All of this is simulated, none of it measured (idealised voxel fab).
The following process module bears the name voxel gate over fins.
Each square cell in cross-section cut measures 5 nm, and the section as a whole is 240 nm wide.
Cross-section, as written here: a square-cell grid given band by band from the top down, where a band holds one or more rows of cells. In this notation a band is specified by the heights of its top and bottom, in that order and in nm, after which its materials appear from left to right, each paired with its width in nm. The word "full width" attached to a single material means that material fills the band from edge to edge; the word "blank" stands for empty space. We count height from 0. Below that, the starting wafer is all one material. The lowest band never ends at the bottom but goes on down; see "0 down" for how that is written. A width given as "30->40" starts at the first number in the band's top row and ends at the second number in its bottom row, shifting by an equal amount at every step from row to row. When a step is marked "remained unchanged", none of the cells in the cross-section changed during that step. In the "Closed void roster" entry, you get each enclosed empty space of 8 cells or more, one with no open way to the top, written width x height at distance, distance from the left edge, in nm. Post-settings text on a step line: simulator's own remark regarding the step. What "overlay nm" on a step's line means: if the step has a mask, that mask lay this far to the right of its planned place, or, when the value is negative, to the left.
Here's what the planned process steps look like
| 1 | RECEIVE,material Si |
| 2 | CONFORMAL_DEP,material SiN,thk nm 5 |
| 3 | DIRECTIONAL_DEP,material aC,thk nm 15 |
| 4 | PATTERN,tone cover,mask id FINS,material resist,width nm 15,pitch nm 50,thk nm 30,overlay nm 0 |
| 5 | DIRECTIONAL_ETCH,etch materials aC,depth nm 15 |
| 6 | STRIP,etch materials resist |
| 7 | DIRECTIONAL_ETCH,etch materials SiN,depth nm 5 |
| 8 | DIRECTIONAL_ETCH,etch materials Si,depth nm 35 |
| 9 | STRIP,etch materials aC |
| 10 | OXIDIZE,depth nm 5 |
| 11 | FILL_DEP,material SiO2,thk nm 15 |
| 12 | CMP,height nm 5 |
| 13 | DIRECTIONAL_DEP,material aC,thk nm 10 |
| 14 | PATTERN,tone open,mask id RAIL,material resist,width nm 15,thk nm 30,overlay nm 0 |
| 15 | DIRECTIONAL_ETCH,etch materials aC,depth nm 10 |
| 16 | STRIP,etch materials resist |
| 17 | DIRECTIONAL_ETCH,etch materials SiO2,depth nm 35 |
| 18 | STRIP,etch materials aC |
| 19 | CONFORMAL_DEP,material TiN,thk nm 5 |
| 20 | FILL_DEP,material W,thk nm 5 |
| 21 | CMP,height nm 5 |
| 22 | SELECTIVE_ETCH,etch materials W Ru TiN,depth nm 25 |
| 23 | FILL_DEP,material SiO2,thk nm 5 |
| 24 | CMP,height nm 5 |
| 25 | SELECTIVE_ETCH,etch materials SiO2,depth nm 15 |
| 26 | STRIP,etch materials SiN |
| 27 | CONFORMAL_DEP,material HfO2,thk nm 5 |
| 28 | CONFORMAL_DEP,material TiN,thk nm 5 |
| 29 | CONFORMAL_DEP,material TiAl,thk nm 5 |
| 30 | CONFORMAL_DEP,material TiN,thk nm 5 |
| 31 | FILL_DEP,material W,thk nm 15 |
| 32 | CMP,height nm 30 |
| 33 | CONFORMAL_DEP,material SiN,thk nm 10 |
The following pertains to the first of two wafers, which was processed as planned
Cross-section: wafer on arrival = after step 1
  0 down  Si full width
  Closed void roster: none
Wafer after step 2 (cross-section)
  5 to 0  SiN full width
  Everything under 0 stays put, no change at all.
Wafer after step 3 (cross-section)
  20 to 5  aC full width
  Everything under 5 stays put, no change at all.
Wafer after step 4 (cross-section)
  50 to 20  85 blank | 15 resist | 35 blank | 15 resist | 90 blank
  Everything under 20 stays put, no change at all.
Wafer after step 5 (cross-section)
  35 to 20  85 blank | 15 resist | 35 blank | 15 resist | 90 blank
  20 to 5  85 blank | 15 aC | 35 blank | 15 aC | 90 blank
  Everything under 5 stays put, no change at all.
Wafer after step 6 (cross-section)
  20 to 5  85 blank | 15 aC | 35 blank | 15 aC | 90 blank
  Everything under 5 stays put, no change at all.
Wafer after step 7 (cross-section)
  20 to 5  85 blank | 15 aC | 35 blank | 15 aC | 90 blank
  5 to 0  85 blank | 15 SiN | 35 blank | 15 SiN | 90 blank
  Everything under 0 stays put, no change at all.
Wafer after step 8 (cross-section)
  20 to 5  85 blank | 15 aC | 35 blank | 15 aC | 90 blank
  5 to 0  85 blank | 15 SiN | 35 blank | 15 SiN | 90 blank
  0 to -35  85 blank | 15 Si | 35 blank | 15 Si | 90 blank
  Everything under -35 stays put, no change at all.
Wafer after step 9 (cross-section)
  5 to 0  85 blank | 15 SiN | 35 blank | 15 SiN | 90 blank
  Everything under 0 stays put, no change at all.
Wafer after step 10 (cross-section)
  5 to 0  85 blank | 15 SiN | 35 blank | 15 SiN | 90 blank
  0 to -35  85 blank | 5 SiO2 | 5 Si | 5 SiO2 | 35 blank | 5 SiO2 | 5 Si | 5 SiO2 | 90 blank
  -35 to -40  90 SiO2 | 5 Si | 45 SiO2 | 5 Si | 95 SiO2
  Everything under -40 stays put, no change at all.
Wafer after step 11 (cross-section)
  20 to 5  SiO2 full width
  5 to 0  85 SiO2 | 15 SiN | 35 SiO2 | 15 SiN | 90 SiO2
  0 to -40  90 SiO2 | 5 Si | 45 SiO2 | 5 Si | 95 SiO2
  Everything under -40 stays put, no change at all.
Wafer after step 12 (cross-section)
  5 to 0  85 SiO2 | 15 SiN | 35 SiO2 | 15 SiN | 90 SiO2
  Everything under 0 stays put, no change at all.
Wafer after step 13 (cross-section)
  15 to 5  aC full width
  Everything under 5 stays put, no change at all.
Wafer after step 14 (cross-section)
  45 to 15  110 resist | 15 blank | 115 resist
  Everything under 15 stays put, no change at all.
Wafer after step 15 (cross-section)
  35 to 15  110 resist | 15 blank | 115 resist
  15 to 5  110 aC | 15 blank | 115 aC
  Everything under 5 stays put, no change at all.
Wafer after step 16 (cross-section)
  15 to 5  110 aC | 15 blank | 115 aC
  Everything under 5 stays put, no change at all.
Wafer after step 17 (cross-section)
  15 to 5  110 aC | 15 blank | 115 aC
  5 to 0  85 SiO2 | 15 SiN | 10 SiO2 | 15 blank | 10 SiO2 | 15 SiN | 90 SiO2
  0 to -30  90 SiO2 | 5 Si | 15 SiO2 | 15 blank | 15 SiO2 | 5 Si | 95 SiO2
  Everything under -30 stays put, no change at all.
Wafer after step 18 (cross-section)
  5 to 0  85 SiO2 | 15 SiN | 10 SiO2 | 15 blank | 10 SiO2 | 15 SiN | 90 SiO2
  Everything under 0 stays put, no change at all.
Wafer after step 19 (cross-section)
  10 to 5  115 TiN | 5 blank | 120 TiN
  5 to 0  85 SiO2 | 15 SiN | 10 SiO2 | 5 TiN | 5 blank | 5 TiN | 10 SiO2 | 15 SiN | 90 SiO2
  0 to -25  90 SiO2 | 5 Si | 15 SiO2 | 5 TiN | 5 blank | 5 TiN | 15 SiO2 | 5 Si | 95 SiO2
  -25 to -30  90 SiO2 | 5 Si | 15 SiO2 | 15 TiN | 15 SiO2 | 5 Si | 95 SiO2
  Everything under -30 stays put, no change at all.
Wafer after step 20 (cross-section)
  15 to 10  W full width
  10 to 5  115 TiN | 5 W | 120 TiN
  5 to 0  85 SiO2 | 15 SiN | 10 SiO2 | 5 TiN | 5 W | 5 TiN | 10 SiO2 | 15 SiN | 90 SiO2
  0 to -25  90 SiO2 | 5 Si | 15 SiO2 | 5 TiN | 5 W | 5 TiN | 15 SiO2 | 5 Si | 95 SiO2
  Everything under -25 stays put, no change at all.
Wafer after step 21 (cross-section)
  5 to 0  85 SiO2 | 15 SiN | 10 SiO2 | 5 TiN | 5 W | 5 TiN | 10 SiO2 | 15 SiN | 90 SiO2
  Everything under 0 stays put, no change at all.
Wafer after step 22 (cross-section)
  5 to 0  85 SiO2 | 15 SiN | 10 SiO2 | 15 blank | 10 SiO2 | 15 SiN | 90 SiO2
  0 to -20  90 SiO2 | 5 Si | 15 SiO2 | 15 blank | 15 SiO2 | 5 Si | 95 SiO2
  Everything under -20 stays put, no change at all.
Wafer after step 23 (cross-section)
  10 to 5  SiO2 full width
  5 to 0  85 SiO2 | 15 SiN | 35 SiO2 | 15 SiN | 90 SiO2
  0 to -20  90 SiO2 | 5 Si | 45 SiO2 | 5 Si | 95 SiO2
  Everything under -20 stays put, no change at all.
Wafer after step 24 (cross-section)
  5 to 0  85 SiO2 | 15 SiN | 35 SiO2 | 15 SiN | 90 SiO2
  Everything under 0 stays put, no change at all.
Wafer after step 25 (cross-section)
  5 to 0  85 blank | 15 SiN | 35 blank | 15 SiN | 90 blank
  0 to -10  90 blank | 5 Si | 45 blank | 5 Si | 95 blank
  Everything under -10 stays put, no change at all.
Wafer after step 26 (cross-section)
  0 to -10  90 blank | 5 Si | 45 blank | 5 Si | 95 blank
  Everything under -10 stays put, no change at all.
Wafer after step 27 (cross-section)
  5 to 0  85 blank | 15 HfO2 | 35 blank | 15 HfO2 | 90 blank
  0 to -5  85 blank | 5 HfO2 | 5 Si | 5 HfO2 | 35 blank | 5 HfO2 | 5 Si | 5 HfO2 | 90 blank
  -5 to -10  90 HfO2 | 5 Si | 45 HfO2 | 5 Si | 95 HfO2
  Everything under -10 stays put, no change at all.
Wafer after step 28 (cross-section)
  10 to 5  80 blank | 25 TiN | 25 blank | 25 TiN | 85 blank
  5 to 0  80 blank | 5 TiN | 15 HfO2 | 5 TiN | 25 blank | 5 TiN | 15 HfO2 | 5 TiN | 85 blank
  0 to -5  85 TiN | 5 HfO2 | 5 Si | 5 HfO2 | 35 TiN | 5 HfO2 | 5 Si | 5 HfO2 | 90 TiN
  Everything under -5 stays put, no change at all.
Wafer after step 29 (cross-section)
  15 to 10  75 blank | 35 TiAl | 15 blank | 35 TiAl | 80 blank
  10 to 5  75 blank | 5 TiAl | 25 TiN | 5 TiAl | 15 blank | 5 TiAl | 25 TiN | 5 TiAl | 80 blank
  5 to 0  80 TiAl | 5 TiN | 15 HfO2 | 5 TiN | 25 TiAl | 5 TiN | 15 HfO2 | 5 TiN | 85 TiAl
  Everything under 0 stays put, no change at all.
Wafer after step 30 (cross-section)
  20 to 15  70 blank | 45 TiN | 5 blank | 45 TiN | 75 blank
  15 to 10  70 blank | 5 TiN | 35 TiAl | 5 TiN | 5 blank | 5 TiN | 35 TiAl | 5 TiN | 75 blank
  10 to 5  75 TiN | 5 TiAl | 25 TiN | 5 TiAl | 15 TiN | 5 TiAl | 25 TiN | 5 TiAl | 80 TiN
  Everything under 5 stays put, no change at all.
Wafer after step 31 (cross-section)
  35 to 20  W full width
  20 to 15  70 W | 45 TiN | 5 W | 45 TiN | 75 W
  15 to 10  70 W | 5 TiN | 35 TiAl | 5 TiN | 5 W | 5 TiN | 35 TiAl | 5 TiN | 75 W
  Everything under 10 stays put, no change at all.
Wafer after step 32 (cross-section)
  30 to 20  W full width
  Everything under 20 stays put, no change at all.
Wafer after step 33 (cross-section)
  40 to 30  SiN full width
  Everything under 30 stays put, no change at all.
The Second Wafer: Common Origin and Plan, One Mistake in Execution, Identical to the First Through Step 28
Here is the second wafer in cross-section at the point where step 29 of the plan should have been done
  15 to 10  75 blank | 35 Ru | 15 blank | 35 Ru | 80 blank
  10 to 5  75 blank | 5 Ru | 25 TiN | 5 Ru | 15 blank | 5 Ru | 25 TiN | 5 Ru | 80 blank
  5 to 0  80 Ru | 5 TiN | 15 HfO2 | 5 TiN | 25 Ru | 5 TiN | 15 HfO2 | 5 TiN | 85 Ru
  Everything under 0 stays put, no change at all.
Here is the second wafer in cross-section at the point where step 30 of the plan should have been done
  20 to 15  70 blank | 45 TiN | 5 blank | 45 TiN | 75 blank
  15 to 10  70 blank | 5 TiN | 35 Ru | 5 TiN | 5 blank | 5 TiN | 35 Ru | 5 TiN | 75 blank
  10 to 5  75 TiN | 5 Ru | 25 TiN | 5 Ru | 15 TiN | 5 Ru | 25 TiN | 5 Ru | 80 TiN
  Everything under 5 stays put, no change at all.
Here is the second wafer in cross-section at the point where step 31 of the plan should have been done
  35 to 20  W full width
  20 to 15  70 W | 45 TiN | 5 W | 45 TiN | 75 W
  15 to 10  70 W | 5 TiN | 35 Ru | 5 TiN | 5 W | 5 TiN | 35 Ru | 5 TiN | 75 W
  Everything under 10 stays put, no change at all.
Here is the second wafer in cross-section at the point where step 32 of the plan should have been done
  30 to 20  W full width
  Everything under 20 stays put, no change at all.
Here is the second wafer in cross-section at the point where step 33 of the plan should have been done
  40 to 30  SiN full width
  Everything under 30 stays put, no change at all.
Here's what went sideways: step 29, actual vs plan mismatch, actual run CONFORMAL_DEP,material Ru,thk nm 5
End of process, cell counts, second wafer against first, materials with more or fewer: 56 more of Ru, 56 fewer of TiAl
